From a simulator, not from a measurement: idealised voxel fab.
Process module under the name voxel lift off
We display cut, a cross-section 250 nm in width whose square cells are each 5 nm.
Throughout this document, each cross-section is represented as a grid of square cells and is presented as a sequence of bands enumerated from the top downward, where a band comprises one or more rows of cells.
In this notation a band is specified by the heights of its top and bottom, in that order and in nm, after which its materials appear from left to right, each paired with its width in nm. The word "edge to edge" attached to a single material means that material fills the band from edge to edge; the word "empty" stands for empty space.
The reference from which all heights are counted is 0, the level beneath which the as-received wafer is entirely one material; the lowest band, having no lower bound, proceeds downward and is written after the example "z 0 and below".
Note: "30->40" means the width goes from the first number (top row of the band) to the second number (bottom row) in equal steps per row of cells.
"remained unchanged" after a step means that no cell of the cross-section changed.
If an empty space has no open way to the top and is at least 8 cells in size, "Voids, enclosed" lists it, written width x height at distance, where distance is measured from the left edge and every value is in nm.
On each step's line, the part that comes after the settings is the simulator's own comment on the step.
overlay nm: where the mask lay relative to plan, measured to the right, on steps with a mask; negatives go left.

**Steps planned for the process**
step 1: RECEIVE with material Si
step 2: CONFORMAL_DEP with material SiN, thk nm 15
step 3: PATTERN with tone open, mask id LINES, material resist, width nm 30, pitch nm 50, thk nm 25, overlay nm 0
step 4: DIRECTIONAL_DEP with material Ru, thk nm 15
step 5: STRIP with etch materials resist
step 6: CONFORMAL_DEP with material SiCN, thk nm 10

**The following pertains to the first of two wafers, which was processed as planned**

**Shown in cross-section is the wafer as received, that is, as it stands after step 1**
  z 0 and below = Si edge to edge
  Voids, enclosed: none

**Cross-section: wafer state after step 2**
  z 15 to 0 = SiN edge to edge
  Lower than 0, everything is as it was.

**Cross-section: wafer state after step 3**
  z 40 to 15 = resist (35), then empty (30), then resist (20), then empty (30), then resist (20), then empty (30), then resist (20), then empty (30), then resist (35)
  Lower than 15, everything is as it was.

**Cross-section: wafer state after step 4**
  z 55 to 40 = Ru (35), then empty (30), then Ru (20), then empty (30), then Ru (20), then empty (30), then Ru (20), then empty (30), then Ru (35)
  z 40 to 30 = resist (35), then empty (30), then resist (20), then empty (30), then resist (20), then empty (30), then resist (20), then empty (30), then resist (35)
  z 30 to 15 = resist (35), then Ru (30), then resist (20), then Ru (30), then resist (20), then Ru (30), then resist (20), then Ru (30), then resist (35)
  Lower than 15, everything is as it was.

**Cross-section: wafer state after step 5**
  z 30 to 15 = empty (35), then Ru (30), then empty (20), then Ru (30), then empty (20), then Ru (30), then empty (20), then Ru (30), then empty (35)
  Lower than 15, everything is as it was.

**Cross-section: wafer state after step 6**
  z 40 to 30 = empty (25), then SiCN (200), then empty (25)
  z 30 to 25 = empty (25), then SiCN (10), then Ru (30), then SiCN (20), then Ru (30), then SiCN (20), then Ru (30), then SiCN (20), then Ru (30), then SiCN (10), then empty (25)
  z 25 to 15 = SiCN (35), then Ru (30), then SiCN (20), then Ru (30), then SiCN (20), then Ru (30), then SiCN (20), then Ru (30), then SiCN (35)
  Lower than 15, everything is as it was.

**For the second wafer, take the first wafer's start and plan, then add one mistake made in running it; everything through step 2, that step included, is shared with the first**

**Second wafer, cut view, end of step 3 per plan**
  z 40 to 15 = resist (30), then empty (30), then resist (20), then empty (30), then resist (20), then empty (30), then resist (20), then empty (30), then resist (40)
  Lower than 15, everything is as it was.

**Second wafer, cut view, end of step 4 per plan**
  z 55 to 40 = Ru (30), then empty (30), then Ru (20), then empty (30), then Ru (20), then empty (30), then Ru (20), then empty (30), then Ru (40)
  z 40 to 30 = resist (30), then empty (30), then resist (20), then empty (30), then resist (20), then empty (30), then resist (20), then empty (30), then resist (40)
  z 30 to 15 = resist (30), then Ru (30), then resist (20), then Ru (30), then resist (20), then Ru (30), then resist (20), then Ru (30), then resist (40)
  Lower than 15, everything is as it was.

**Second wafer, cut view, end of step 5 per plan**
  z 30 to 15 = empty (30), then Ru (30), then empty (20), then Ru (30), then empty (20), then Ru (30), then empty (20), then Ru (30), then empty (40)
  Lower than 15, everything is as it was.

**Second wafer, cut view, end of step 6 per plan**
  z 40 to 30 = empty (20), then SiCN (200), then empty (30)
  z 30 to 25 = empty (20), then SiCN (10), then Ru (30), then SiCN (20), then Ru (30), then SiCN (20), then Ru (30), then SiCN (20), then Ru (30), then SiCN (10), then empty (30)
  z 25 to 15 = SiCN (30), then Ru (30), then SiCN (20), then Ru (30), then SiCN (20), then Ru (30), then SiCN (20), then Ru (30), then SiCN (40)
  Lower than 15, everything is as it was.
Against the plan, the run slipped here: step 3 was run on a setting that differed from the plan, and what really ran there is PATTERN with tone open, mask id LINES, material resist, width nm 30, pitch nm 50, thk nm 25, overlay nm -5
Same inventory, different map: at the end, the second wafer holds as many cells of each material as the first, placed elsewhere.
